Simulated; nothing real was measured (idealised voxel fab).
process module | voxel ribs on slabs
cross-section cut | 140 nm wide | cells 5 nm
A cross-section is a grid of square cells, given in bands from the top down. A band is one or more rows of cells.
Each band's line starts with the height of the band's top and of its bottom, in nm. Then come its materials from left to right, each with its width in nm. One material with "throughout" fills the band from edge to edge. "air" is empty space.
Height 0 is the level under which the wafer as received is all one material. The lowest band goes on downwards, as in "0 down".
A width such as "30 to 40" changes by the same amount from each row of cells to the next, from the band's top row to its bottom row.
"no change" after a step means that no cell of the cross-section changed.
closed voids: empty space of 8 cells or more with no open way to the top, each as width x height at its distance from the left edge, in nm
after a step's settings: what the simulator itself notes on the step
overlay nm, on a step with a mask: how far to the right of its planned place the mask lay; to the left if negative
Each pair below shows a cross-section before one step and the cross-section after it, down to the lowest band that changed. The line under each pair gives the step between them, with its settings. The pairs can come from different runs of this module on the same starting wafer, so a pair continues from the pair above only where its "before" says so.
before
  0 down: Si throughout
  closed voids: none
after
  30 to 0: SiO2 throughout
  below 0: unchanged
  closed voids: none
the step between: op DIRECTIONAL_DEP | material SiO2 | thk nm 30
before: the cross-section after the pair above
after
  50 to 30: SiN throughout
  below 30: unchanged
  closed voids: none
the step between: op DIRECTIONAL_DEP | material SiN | thk nm 20
before: the cross-section after the pair above
after
  65 to 50: aC throughout
  below 50: unchanged
  closed voids: none
the step between: op DIRECTIONAL_DEP | material aC | thk nm 15
before: the cross-section after the pair above
after
  100 to 65: air 60 | resist 20 | air 60
  below 65: unchanged
  closed voids: none
the step between: op PATTERN | tone cover | mask id RIB | material resist | width nm 20 | thk nm 35 | overlay nm 0
before: the cross-section after the pair above
after
  85 to 65: air 60 | resist 20 | air 60
  65 to 50: air 60 | aC 20 | air 60
  below 50: unchanged
  closed voids: none
the step between: op DIRECTIONAL_ETCH | etch materials aC | depth nm 15
before: the cross-section after the pair above
after
  65 to 50: air 60 | aC 20 | air 60
  below 50: unchanged
  closed voids: none
the step between: op STRIP | etch materials resist
before: the cross-section after the pair above
after
  65 to 50: air 60 | aC 20 | air 60
  50 to 40: air 60 | SiN 20 | air 60
  below 40: unchanged
  closed voids: none
the step between: op DIRECTIONAL_ETCH | etch materials SiN | depth nm 10
before: the cross-section after the pair above
after
  50 to 40: air 60 | SiN 20 | air 60
  below 40: unchanged
  closed voids: none
the step between: op STRIP | etch materials aC
before: the cross-section after the pair above
after
  65 to 55: air 60 | aC 20 | air 60
  55 to 50: aC throughout
  50 to 40: aC 60 | SiN 20 | aC 60
  below 40: unchanged
  closed voids: none
the step between: op DIRECTIONAL_DEP | material aC | thk nm 15
before: the cross-section after the pair above
after
  100 to 65: air 45 | resist 50 | air 45
  65 to 55: air 45 | resist 15 | aC 20 | resist 15 | air 45
  below 55: unchanged
  closed voids: none
the step between: op PATTERN | tone cover | mask id SLAB | material resist | width nm 50 | thk nm 35 | overlay nm 0
before: the cross-section after the pair above
after
  85 to 65: air 45 | resist 50 | air 45
  65 to 55: air 45 | resist 15 | aC 20 | resist 15 | air 45
  55 to 50: air 45 | aC 50 | air 45
  50 to 40: air 45 | aC 15 | SiN 20 | aC 15 | air 45
  below 40: unchanged
  closed voids: none
the step between: op DIRECTIONAL_ETCH | etch materials aC | depth nm 15
before: the cross-section after the pair above
after
  65 to 55: air 60 | aC 20 | air 60
  below 55: unchanged
  closed voids: none
the step between: op STRIP | etch materials resist
before: the cross-section after the pair above
after
  65 to 55: air 60 | aC 20 | air 60
  55 to 50: air 45 | aC 50 | air 45
  50 to 40: air 45 | aC 15 | SiN 20 | aC 15 | air 45
  40 to 30: air 45 | SiN 50 | air 45
  below 30: unchanged
  closed voids: none
the step between: op DIRECTIONAL_ETCH | etch materials SiN | depth nm 10
before: the cross-section after the pair above
after
  50 to 40: air 60 | SiN 20 | air 60
  below 40: unchanged
  closed voids: none
the step between: op STRIP | etch materials aC
before: the cross-section after the pair above
after
  75 to 50: SiO2 throughout
  50 to 40: SiO2 60 | SiN 20 | SiO2 60
  40 to 30: SiO2 45 | SiN 50 | SiO2 45
  below 30: unchanged
  closed voids: none
the step between: op FILL_DEP | material SiO2 | thk nm 25
before: the cross-section after the pair above
after
  65 to 50: SiO2 throughout
  below 50: unchanged
  closed voids: none
the step between: op CMP | height nm 65
before: the cross-section after the pair above
after
  70 to 65: TiN throughout
  below 65: unchanged
  closed voids: none
the step between: op DIRECTIONAL_DEP | material TiN | thk nm 5
before: the cross-section after the pair above
after
  80 to 70: aC throughout
  below 70: unchanged
  closed voids: none
the step between: op DIRECTIONAL_DEP | material aC | thk nm 10
before: the cross-section after the pair above
after
  105 to 80: air 55 | resist 30 | air 55
  below 80: unchanged
  closed voids: none
the step between: op PATTERN | tone cover | mask id HEATER | material resist | width nm 30 | thk nm 25 | overlay nm 0
before: the cross-section after the pair above
after
  95 to 80: air 55 | resist 30 | air 55
  80 to 70: air 55 | aC 30 | air 55
  below 70: unchanged
  closed voids: none
the step between: op DIRECTIONAL_ETCH | etch materials aC | depth nm 10
before: the cross-section after the pair above
after
  80 to 70: air 55 | aC 30 | air 55
  below 70: unchanged
  closed voids: none
the step between: op STRIP | etch materials resist
before: the cross-section after the pair above
after
  80 to 70: air 55 | aC 30 | air 55
  70 to 65: air 55 | TiN 30 | air 55
  below 65: unchanged
  closed voids: none
the step between: op DIRECTIONAL_ETCH | etch materials TiN | depth nm 5
before: the cross-section after the pair above
after
  70 to 65: air 55 | TiN 30 | air 55
  below 65: unchanged
  closed voids: none
the step between: op STRIP | etch materials aC
before: the cross-section after the pair above
after
  80 to 75: air 45 | SiN 50 | air 45
  75 to 70: SiN throughout
  70 to 65: SiN 55 | TiN 30 | SiN 55
  below 65: unchanged
  closed voids: none
the step between: op CONFORMAL_DEP | material SiN | thk nm 10
before
  30 to 0: SiO2 throughout
  0 down: Si throughout
  closed voids: none
after
  60 to 0: SiO2 throughout
  below 0: unchanged
  closed voids: none
the step between: op DIRECTIONAL_DEP | material SiO2 | thk nm 30
before: the cross-section after the pair above
after
  80 to 60: SiN throughout
  below 60: unchanged
  closed voids: none
the step between: op DIRECTIONAL_DEP | material SiN | thk nm 20
before: the cross-section after the pair above
after
  95 to 80: aC throughout
  below 80: unchanged
  closed voids: none
the step between: op DIRECTIONAL_DEP | material aC | thk nm 15
before: the cross-section after the pair above
after
  130 to 95: air 60 | resist 20 | air 60
  below 95: unchanged
  closed voids: none
the step between: op PATTERN | tone cover | mask id RIB | material resist | width nm 20 | thk nm 35 | overlay nm 0
before: the cross-section after the pair above
after
  115 to 95: air 60 | resist 20 | air 60
  95 to 80: air 60 | aC 20 | air 60
  below 80: unchanged
  closed voids: none
the step between: op DIRECTIONAL_ETCH | etch materials aC | depth nm 15
before: the cross-section after the pair above
after
  95 to 80: air 60 | aC 20 | air 60
  below 80: unchanged
  closed voids: none
the step between: op STRIP | etch materials resist
before: the cross-section after the pair above
after
  95 to 80: air 60 | aC 20 | air 60
  80 to 70: air 60 | SiN 20 | air 60
  below 70: unchanged
  closed voids: none
the step between: op DIRECTIONAL_ETCH | etch materials SiN | depth nm 10
before: the cross-section after the pair above
after
  80 to 70: air 60 | SiN 20 | air 60
  below 70: unchanged
  closed voids: none
the step between: op STRIP | etch materials aC
before: the cross-section after the pair above
after
  95 to 85: air 60 | aC 20 | air 60
  85 to 80: aC throughout
  80 to 70: aC 60 | SiN 20 | aC 60
  below 70: unchanged
  closed voids: none
the step between: op DIRECTIONAL_DEP | material aC | thk nm 15
before: the cross-section after the pair above
after
  130 to 95: air 45 | resist 50 | air 45
  95 to 85: air 45 | resist 15 | aC 20 | resist 15 | air 45
  below 85: unchanged
  closed voids: none
the step between: op PATTERN | tone cover | mask id SLAB | material resist | width nm 50 | thk nm 35 | overlay nm 0
before: the cross-section after the pair above
after
  115 to 95: air 45 | resist 50 | air 45
  95 to 85: air 45 | resist 15 | aC 20 | resist 15 | air 45
  85 to 80: air 45 | aC 50 | air 45
  80 to 70: air 45 | aC 15 | SiN 20 | aC 15 | air 45
  below 70: unchanged
  closed voids: none
the step between: op DIRECTIONAL_ETCH | etch materials aC | depth nm 15
before: the cross-section after the pair above
after
  95 to 85: air 60 | aC 20 | air 60
  below 85: unchanged
  closed voids: none
the step between: op STRIP | etch materials resist
before: the cross-section after the pair above
after
  95 to 85: air 60 | aC 20 | air 60
  85 to 80: air 45 | aC 50 | air 45
  80 to 70: air 45 | aC 15 | SiN 20 | aC 15 | air 45
  70 to 60: air 45 | SiN 50 | air 45
  below 60: unchanged
  closed voids: none
the step between: op DIRECTIONAL_ETCH | etch materials SiN | depth nm 10
before: the cross-section after the pair above
after
  80 to 70: air 60 | SiN 20 | air 60
  below 70: unchanged
  closed voids: none
the step between: op STRIP | etch materials aC
before: the cross-section after the pair above
after
  105 to 80: SiO2 throughout
  80 to 70: SiO2 60 | SiN 20 | SiO2 60
  70 to 60: SiO2 45 | SiN 50 | SiO2 45
  below 60: unchanged
  closed voids: none
the step between: op FILL_DEP | material SiO2 | thk nm 25
before: the cross-section after the pair above
after
  65 to 60: SiO2 45 | SiN 50 | SiO2 45
  below 60: unchanged
  closed voids: none
the step between: op CMP | height nm 65
before: the cross-section after the pair above
after
  70 to 65: TiN throughout
  below 65: unchanged
  closed voids: none
the step between: op DIRECTIONAL_DEP | material TiN | thk nm 5
before: the cross-section after the pair above
after
  80 to 70: aC throughout
  below 70: unchanged
  closed voids: none
the step between: op DIRECTIONAL_DEP | material aC | thk nm 10
before: the cross-section after the pair above
after
  105 to 80: air 55 | resist 30 | air 55
  below 80: unchanged
  closed voids: none
the step between: op PATTERN | tone cover | mask id HEATER | material resist | width nm 30 | thk nm 25 | overlay nm 0
before: the cross-section after the pair above
after
  95 to 80: air 55 | resist 30 | air 55
  80 to 70: air 55 | aC 30 | air 55
  below 70: unchanged
  closed voids: none
the step between: op DIRECTIONAL_ETCH | etch materials aC | depth nm 10
before: the cross-section after the pair above
after
  80 to 70: air 55 | aC 30 | air 55
  below 70: unchanged
  closed voids: none
the step between: op STRIP | etch materials resist
before: the cross-section after the pair above
after
  80 to 70: air 55 | aC 30 | air 55
  70 to 65: air 55 | TiN 30 | air 55
  below 65: unchanged
  closed voids: none
the step between: op DIRECTIONAL_ETCH | etch materials TiN | depth nm 5
before: the cross-section after the pair above
after
  70 to 65: air 55 | TiN 30 | air 55
  below 65: unchanged
  closed voids: none
the step between: op STRIP | etch materials aC
before: the cross-section after the pair above
after
  80 to 75: air 45 | SiN 50 | air 45
  75 to 70: SiN throughout
  70 to 65: SiN 55 | TiN 30 | SiN 55
  below 65: unchanged
  closed voids: none
the step between: op CONFORMAL_DEP | material SiN | thk nm 10
before
  0 down: Si throughout
  closed voids: none
after
  20 to 0: SiN throughout
  below 0: unchanged
  closed voids: none
the step between: op DIRECTIONAL_DEP | material SiN | thk nm 20
before: the cross-section after the pair above
after
  50 to 20: SiO2 throughout
  below 20: unchanged
  closed voids: none
the step between: op DIRECTIONAL_DEP | material SiO2 | thk nm 30
before: the cross-section after the pair above
after
  65 to 50: aC throughout
  below 50: unchanged
  closed voids: none
the step between: op DIRECTIONAL_DEP | material aC | thk nm 15
before: the cross-section after the pair above
after
  100 to 65: air 60 | resist 20 | air 60
  below 65: unchanged
  closed voids: none
the step between: op PATTERN | tone cover | mask id RIB | material resist | width nm 20 | thk nm 35 | overlay nm 0
before: the cross-section after the pair above
after
  85 to 65: air 60 | resist 20 | air 60
  65 to 50: air 60 | aC 20 | air 60
  below 50: unchanged
  closed voids: none
the step between: op DIRECTIONAL_ETCH | etch materials aC | depth nm 15
before: the cross-section after the pair above
after
  65 to 50: air 60 | aC 20 | air 60
  below 50: unchanged
  closed voids: none
the step between: op STRIP | etch materials resist
before: the cross-section after the pair above
after
  50 to 20: SiO2 throughout
  below 20: unchanged
  closed voids: none
the step between: op STRIP | etch materials aC
before
  65 to 50: aC throughout
  50 to 20: SiO2 throughout
  20 to 0: SiN throughout
  0 down: Si throughout
  closed voids: none
after
  100 to 65: air 45 | resist 50 | air 45
  below 65: unchanged
  closed voids: none
the step between: op PATTERN | tone cover | mask id SLAB | material resist | width nm 50 | thk nm 35 | overlay nm 0
before: the cross-section after the pair above
after
  85 to 65: air 45 | resist 50 | air 45
  65 to 50: air 45 | aC 50 | air 45
  below 50: unchanged
  closed voids: none
the step between: op DIRECTIONAL_ETCH | etch materials aC | depth nm 15
before: the cross-section after the pair above
after
  65 to 50: air 45 | aC 50 | air 45
  below 50: unchanged
  closed voids: none
the step between: op STRIP | etch materials resist
before: the cross-section after the pair above
after
  50 to 20: SiO2 throughout
  below 20: unchanged
  closed voids: none
the step between: op STRIP | etch materials aC
before: the cross-section after the pair above
after
  75 to 20: SiO2 throughout
  below 20: unchanged
  closed voids: none
the step between: op FILL_DEP | material SiO2 | thk nm 25
before: the cross-section after the pair above
after
  65 to 20: SiO2 throughout
  below 20: unchanged
  closed voids: none
the step between: op CMP | height nm 65
before: the cross-section after the pair above
after
  70 to 65: TiN throughout
  below 65: unchanged
  closed voids: none
the step between: op DIRECTIONAL_DEP | material TiN | thk nm 5
before: the cross-section after the pair above
after
  80 to 70: aC throughout
  below 70: unchanged
  closed voids: none
the step between: op DIRECTIONAL_DEP | material aC | thk nm 10
before: the cross-section after the pair above
after
  105 to 80: air 55 | resist 30 | air 55
  below 80: unchanged
  closed voids: none
the step between: op PATTERN | tone cover | mask id HEATER | material resist | width nm 30 | thk nm 25 | overlay nm 0
before: the cross-section after the pair above
after
  95 to 80: air 55 | resist 30 | air 55
  80 to 70: air 55 | aC 30 | air 55
  below 70: unchanged
  closed voids: none
the step between: op DIRECTIONAL_ETCH | etch materials aC | depth nm 10
before: the cross-section after the pair above
after
  80 to 70: air 55 | aC 30 | air 55
  below 70: unchanged
  closed voids: none
the step between: op STRIP | etch materials resist
before: the cross-section after the pair above
after
  80 to 70: air 55 | aC 30 | air 55
  70 to 65: air 55 | TiN 30 | air 55
  below 65: unchanged
  closed voids: none
the step between: op DIRECTIONAL_ETCH | etch materials TiN | depth nm 5
before: the cross-section after the pair above
after
  70 to 65: air 55 | TiN 30 | air 55
  below 65: unchanged
  closed voids: none
the step between: op STRIP | etch materials aC
before: the cross-section after the pair above
after
  80 to 75: air 45 | SiN 50 | air 45
  75 to 70: SiN throughout
  70 to 65: SiN 55 | TiN 30 | SiN 55
  below 65: unchanged
  closed voids: none
the step between: op CONFORMAL_DEP | material SiN | thk nm 10
before
  75 to 50: SiO2 throughout
  50 to 40: SiO2 60 | SiN 20 | SiO2 60
  40 to 30: SiO2 45 | SiN 50 | SiO2 45
  30 to 0: SiO2 throughout
  0 down: Si throughout
  closed voids: none
after
  70 to 50: SiO2 throughout
  below 50: unchanged
  closed voids: none
the step between: op CMP | height nm 70
before: the cross-section after the pair above
after
  75 to 70: TiN throughout
  below 70: unchanged
  closed voids: none
the step between: op DIRECTIONAL_DEP | material TiN | thk nm 5
before: the cross-section after the pair above
after
  85 to 75: aC throughout
  below 75: unchanged
  closed voids: none
the step between: op DIRECTIONAL_DEP | material aC | thk nm 10
before: the cross-section after the pair above
after
  110 to 85: air 55 | resist 30 | air 55
  below 85: unchanged
  closed voids: none
the step between: op PATTERN | tone cover | mask id HEATER | material resist | width nm 30 | thk nm 25 | overlay nm 0
before: the cross-section after the pair above
after
  100 to 85: air 55 | resist 30 | air 55
  85 to 75: air 55 | aC 30 | air 55
  below 75: unchanged
  closed voids: none
the step between: op DIRECTIONAL_ETCH | etch materials aC | depth nm 10
before: the cross-section after the pair above
after
  85 to 75: air 55 | aC 30 | air 55
  below 75: unchanged
  closed voids: none
the step between: op STRIP | etch materials resist
before: the cross-section after the pair above
after
  85 to 75: air 55 | aC 30 | air 55
  75 to 70: air 55 | TiN 30 | air 55
  below 70: unchanged
  closed voids: none
the step between: op DIRECTIONAL_ETCH | etch materials TiN | depth nm 5
before: the cross-section after the pair above
after
  75 to 70: air 55 | TiN 30 | air 55
  below 70: unchanged
  closed voids: none
the step between: op STRIP | etch materials aC
before: the cross-section after the pair above
after
  85 to 80: air 45 | SiN 50 | air 45
  80 to 75: SiN throughout
  75 to 70: SiN 55 | TiN 30 | SiN 55
  below 70: unchanged
  closed voids: none
the step between: op CONFORMAL_DEP | material SiN | thk nm 10
before
  65 to 55: air 60 | aC 20 | air 60
  55 to 50: aC throughout
  50 to 40: aC 60 | SiN 20 | aC 60
  40 to 30: SiN throughout
  30 to 0: SiO2 throughout
  0 down: Si throughout
  closed voids: none
after
  100 to 65: air 40 | resist 60 | air 40
  65 to 55: air 40 | resist 20 | aC 20 | resist 20 | air 40
  below 55: unchanged
  closed voids: none
the step between: op PATTERN | tone cover | mask id SLAB | material resist | width nm 60 | thk nm 35 | overlay nm 0
before: the cross-section after the pair above
after
  85 to 65: air 40 | resist 60 | air 40
  65 to 55: air 40 | resist 20 | aC 20 | resist 20 | air 40
  55 to 50: air 40 | aC 60 | air 40
  50 to 40: air 40 | aC 20 | SiN 20 | aC 20 | air 40
  below 40: unchanged
  closed voids: none
the step between: op DIRECTIONAL_ETCH | etch materials aC | depth nm 15
before: the cross-section after the pair above
after
  65 to 55: air 60 | aC 20 | air 60
  below 55: unchanged
  closed voids: none
the step between: op STRIP | etch materials resist
before: the cross-section after the pair above
after
  65 to 55: air 60 | aC 20 | air 60
  55 to 50: air 40 | aC 60 | air 40
  50 to 40: air 40 | aC 20 | SiN 20 | aC 20 | air 40
  40 to 30: air 40 | SiN 60 | air 40
  below 30: unchanged
  closed voids: none
the step between: op DIRECTIONAL_ETCH | etch materials SiN | depth nm 10
before: the cross-section after the pair above
after
  50 to 40: air 60 | SiN 20 | air 60
  below 40: unchanged
  closed voids: none
the step between: op STRIP | etch materials aC
before: the cross-section after the pair above
after
  75 to 50: SiO2 throughout
  50 to 40: SiO2 60 | SiN 20 | SiO2 60
  40 to 30: SiO2 40 | SiN 60 | SiO2 40
  below 30: unchanged
  closed voids: none
the step between: op FILL_DEP | material SiO2 | thk nm 25
before: the cross-section after the pair above
after
  65 to 50: SiO2 throughout
  below 50: unchanged
  closed voids: none
the step between: op CMP | height nm 65
before: the cross-section after the pair above
after
  70 to 65: TiN throughout
  below 65: unchanged
  closed voids: none
the step between: op DIRECTIONAL_DEP | material TiN | thk nm 5
before: the cross-section after the pair above
after
  80 to 70: aC throughout
  below 70: unchanged
  closed voids: none
the step between: op DIRECTIONAL_DEP | material aC | thk nm 10
before: the cross-section after the pair above
after
  105 to 80: air 55 | resist 30 | air 55
  below 80: unchanged
  closed voids: none
the step between: op PATTERN | tone cover | mask id HEATER | material resist | width nm 30 | thk nm 25 | overlay nm 0
before: the cross-section after the pair above
after
  95 to 80: air 55 | resist 30 | air 55
  80 to 70: air 55 | aC 30 | air 55
  below 70: unchanged
  closed voids: none
the step between: op DIRECTIONAL_ETCH | etch materials aC | depth nm 10
before: the cross-section after the pair above
after
  80 to 70: air 55 | aC 30 | air 55
  below 70: unchanged
  closed voids: none
the step between: op STRIP | etch materials resist
before: the cross-section after the pair above
after
  80 to 70: air 55 | aC 30 | air 55
  70 to 65: air 55 | TiN 30 | air 55
  below 65: unchanged
  closed voids: none
the step between: op DIRECTIONAL_ETCH | etch materials TiN | depth nm 5
before: the cross-section after the pair above
after
  70 to 65: air 55 | TiN 30 | air 55
  below 65: unchanged
  closed voids: none
the step between: op STRIP | etch materials aC
before: the cross-section after the pair above
after
  80 to 75: air 45 | SiN 50 | air 45
  75 to 70: SiN throughout
  70 to 65: SiN 55 | TiN 30 | SiN 55
  below 65: unchanged
  closed voids: none
the step between: op CONFORMAL_DEP | material SiN | thk nm 10
before
  65 to 50: aC throughout
  50 to 30: SiN throughout
  30 to 0: SiO2 throughout
  0 down: Si throughout
  closed voids: none
after
  100 to 65: air 50 | resist 20 | air 70
  below 65: unchanged
  closed voids: none
the step between: op PATTERN | tone cover | mask id RIB | material resist | width nm 20 | thk nm 35 | overlay nm -10
before: the cross-section after the pair above
after
  85 to 65: air 50 | resist 20 | air 70
  65 to 50: air 50 | aC 20 | air 70
  below 50: unchanged
  closed voids: none
the step between: op DIRECTIONAL_ETCH | etch materials aC | depth nm 15
before: the cross-section after the pair above
after
  65 to 50: air 50 | aC 20 | air 70
  below 50: unchanged
  closed voids: none
the step between: op STRIP | etch materials resist
before: the cross-section after the pair above
after
  65 to 50: air 50 | aC 20 | air 70
  50 to 40: air 50 | SiN 20 | air 70
  below 40: unchanged
  closed voids: none
the step between: op DIRECTIONAL_ETCH | etch materials SiN | depth nm 10
before: the cross-section after the pair above
after
  50 to 40: air 50 | SiN 20 | air 70
  below 40: unchanged
  closed voids: none
the step between: op STRIP | etch materials aC
before: the cross-section after the pair above
after
  65 to 55: air 50 | aC 20 | air 70
  55 to 50: aC throughout
  50 to 40: aC 50 | SiN 20 | aC 70
  below 40: unchanged
  closed voids: none
the step between: op DIRECTIONAL_DEP | material aC | thk nm 15
before: the cross-section after the pair above
after
  100 to 65: air 45 | resist 50 | air 45
  65 to 55: air 45 | resist 5 | aC 20 | resist 25 | air 45
  below 55: unchanged
  closed voids: none
the step between: op PATTERN | tone cover | mask id SLAB | material resist | width nm 50 | thk nm 35 | overlay nm 0
before: the cross-section after the pair above
after
  85 to 65: air 45 | resist 50 | air 45
  65 to 55: air 45 | resist 5 | aC 20 | resist 25 | air 45
  55 to 50: air 45 | aC 50 | air 45
  50 to 40: air 45 | aC 5 | SiN 20 | aC 25 | air 45
  below 40: unchanged
  closed voids: none
the step between: op DIRECTIONAL_ETCH | etch materials aC | depth nm 15
before: the cross-section after the pair above
after
  65 to 55: air 50 | aC 20 | air 70
  below 55: unchanged
  closed voids: none
the step between: op STRIP | etch materials resist
before: the cross-section after the pair above
after
  65 to 55: air 50 | aC 20 | air 70
  55 to 50: air 45 | aC 50 | air 45
  50 to 40: air 45 | aC 5 | SiN 20 | aC 25 | air 45
  40 to 30: air 45 | SiN 50 | air 45
  below 30: unchanged
  closed voids: none
the step between: op DIRECTIONAL_ETCH | etch materials SiN | depth nm 10
before: the cross-section after the pair above
after
  50 to 40: air 50 | SiN 20 | air 70
  below 40: unchanged
  closed voids: none
the step between: op STRIP | etch materials aC
before: the cross-section after the pair above
after
  75 to 50: SiO2 throughout
  50 to 40: SiO2 50 | SiN 20 | SiO2 70
  40 to 30: SiO2 45 | SiN 50 | SiO2 45
  below 30: unchanged
  closed voids: none
the step between: op FILL_DEP | material SiO2 | thk nm 25
before: the cross-section after the pair above
after
  65 to 50: SiO2 throughout
  below 50: unchanged
  closed voids: none
the step between: op CMP | height nm 65
before: the cross-section after the pair above
after
  70 to 65: TiN throughout
  below 65: unchanged
  closed voids: none
the step between: op DIRECTIONAL_DEP | material TiN | thk nm 5
before: the cross-section after the pair above
after
  80 to 70: aC throughout
  below 70: unchanged
  closed voids: none
the step between: op DIRECTIONAL_DEP | material aC | thk nm 10
before: the cross-section after the pair above
after
  105 to 80: air 55 | resist 30 | air 55
  below 80: unchanged
  closed voids: none
the step between: op PATTERN | tone cover | mask id HEATER | material resist | width nm 30 | thk nm 25 | overlay nm 0
before: the cross-section after the pair above
after
  95 to 80: air 55 | resist 30 | air 55
  80 to 70: air 55 | aC 30 | air 55
  below 70: unchanged
  closed voids: none
the step between: op DIRECTIONAL_ETCH | etch materials aC | depth nm 10
before: the cross-section after the pair above
after
  80 to 70: air 55 | aC 30 | air 55
  below 70: unchanged
  closed voids: none
the step between: op STRIP | etch materials resist
before: the cross-section after the pair above
after
  80 to 70: air 55 | aC 30 | air 55
  70 to 65: air 55 | TiN 30 | air 55
  below 65: unchanged
  closed voids: none
the step between: op DIRECTIONAL_ETCH | etch materials TiN | depth nm 5
before: the cross-section after the pair above
after
  70 to 65: air 55 | TiN 30 | air 55
  below 65: unchanged
  closed voids: none
the step between: op STRIP | etch materials aC
before: the cross-section after the pair above
after
  80 to 75: air 45 | SiN 50 | air 45
  75 to 70: SiN throughout
  70 to 65: SiN 55 | TiN 30 | SiN 55
  below 65: unchanged
  closed voids: none
the step between: op CONFORMAL_DEP | material SiN | thk nm 10
before
  50 to 30: SiN throughout
  30 to 0: SiO2 throughout
  0 down: Si throughout
  closed voids: none
after
  65 to 50: TiN throughout
  below 50: unchanged
  closed voids: none
the step between: op DIRECTIONAL_DEP | material TiN | thk nm 15
before: the cross-section after the pair above
after
  100 to 65: air 60 | resist 20 | air 60
  below 65: unchanged
  closed voids: none
the step between: op PATTERN | tone cover | mask id RIB | material resist | width nm 20 | thk nm 35 | overlay nm 0
before: the cross-section after the pair above
after
  85 to 65: air 60 | resist 20 | air 60
  below 65: unchanged
  closed voids: none
the step between: op DIRECTIONAL_ETCH | etch materials aC | depth nm 15
before: the cross-section after the pair above
after
  65 to 50: TiN throughout
  below 50: unchanged
  closed voids: none
the step between: op STRIP | etch materials resist
before: the cross-section after the pair above
after
  80 to 65: aC throughout
  below 65: unchanged
  closed voids: none
the step between: op DIRECTIONAL_DEP | material aC | thk nm 15
before: the cross-section after the pair above
after
  115 to 80: air 45 | resist 50 | air 45
  below 80: unchanged
  closed voids: none
the step between: op PATTERN | tone cover | mask id SLAB | material resist | width nm 50 | thk nm 35 | overlay nm 0
before: the cross-section after the pair above
after
  100 to 80: air 45 | resist 50 | air 45
  80 to 65: air 45 | aC 50 | air 45
  below 65: unchanged
  closed voids: none
the step between: op DIRECTIONAL_ETCH | etch materials aC | depth nm 15
before: the cross-section after the pair above
after
  80 to 65: air 45 | aC 50 | air 45
  below 65: unchanged
  closed voids: none
the step between: op STRIP | etch materials resist
before: the cross-section after the pair above
after
  65 to 50: TiN throughout
  below 50: unchanged
  closed voids: none
the step between: op STRIP | etch materials aC
before: the cross-section after the pair above
after
  90 to 65: SiO2 throughout
  below 65: unchanged
  closed voids: none
the step between: op FILL_DEP | material SiO2 | thk nm 25
before: the cross-section after the pair above
after
  65 to 50: TiN throughout
  below 50: unchanged
  closed voids: none
the step between: op CMP | height nm 65
before: the cross-section after the pair above
after
  70 to 50: TiN throughout
  below 50: unchanged
  closed voids: none
the step between: op DIRECTIONAL_DEP | material TiN | thk nm 5
before: the cross-section after the pair above
after
  80 to 70: aC throughout
  below 70: unchanged
  closed voids: none
the step between: op DIRECTIONAL_DEP | material aC | thk nm 10
before: the cross-section after the pair above
after
  105 to 80: air 55 | resist 30 | air 55
  below 80: unchanged
  closed voids: none
the step between: op PATTERN | tone cover | mask id HEATER | material resist | width nm 30 | thk nm 25 | overlay nm 0
before: the cross-section after the pair above
after
  95 to 80: air 55 | resist 30 | air 55
  80 to 70: air 55 | aC 30 | air 55
  below 70: unchanged
  closed voids: none
the step between: op DIRECTIONAL_ETCH | etch materials aC | depth nm 10
before: the cross-section after the pair above
after
  80 to 70: air 55 | aC 30 | air 55
  below 70: unchanged
  closed voids: none
the step between: op STRIP | etch materials resist
before: the cross-section after the pair above
after
  80 to 70: air 55 | aC 30 | air 55
  70 to 65: air 55 | TiN 30 | air 55
  below 65: unchanged
  closed voids: none
the step between: op DIRECTIONAL_ETCH | etch materials TiN | depth nm 5
before: the cross-section after the pair above
after
  70 to 65: air 55 | TiN 30 | air 55
  below 65: unchanged
  closed voids: none
the step between: op STRIP | etch materials aC
before: the cross-section after the pair above
after
  80 to 75: air 45 | SiN 50 | air 45
  75 to 70: SiN throughout
  70 to 65: SiN 55 | TiN 30 | SiN 55
  below 65: unchanged
  closed voids: none
the step between: op CONFORMAL_DEP | material SiN | thk nm 10
before
  80 to 70: aC throughout
  70 to 65: TiN throughout
  65 to 50: SiO2 throughout
  50 to 40: SiO2 60 | SiN 20 | SiO2 60
  40 to 30: SiO2 45 | SiN 50 | SiO2 45
  30 to 0: SiO2 throughout
  0 down: Si throughout
  closed voids: none
after
  105 to 80: resist 55 | air 30 | resist 55
  below 80: unchanged
  closed voids: none
the step between: op PATTERN | tone open | mask id HEATER | material resist | width nm 30 | thk nm 25 | overlay nm 0
before: the cross-section after the pair above
after
  95 to 80: resist 55 | air 30 | resist 55
  80 to 70: aC 55 | air 30 | aC 55
  below 70: unchanged
  closed voids: none
the step between: op DIRECTIONAL_ETCH | etch materials aC | depth nm 10
before: the cross-section after the pair above
after
  80 to 70: aC 55 | air 30 | aC 55
  below 70: unchanged
  closed voids: none
the step between: op STRIP | etch materials resist
before: the cross-section after the pair above
after
  80 to 70: aC 55 | air 30 | aC 55
  70 to 65: TiN 55 | air 30 | TiN 55
  below 65: unchanged
  closed voids: none
the step between: op DIRECTIONAL_ETCH | etch materials TiN | depth nm 5
before: the cross-section after the pair above
after
  70 to 65: TiN 55 | air 30 | TiN 55
  below 65: unchanged
  closed voids: none
the step between: op STRIP | etch materials aC
before: the cross-section after the pair above
after
  80 to 75: SiN 65 | air 10 | SiN 65
  75 to 70: SiN throughout
  70 to 65: TiN 55 | SiN 30 | TiN 55
  below 65: unchanged
  closed voids: none
the step between: op CONFORMAL_DEP | material SiN | thk nm 10
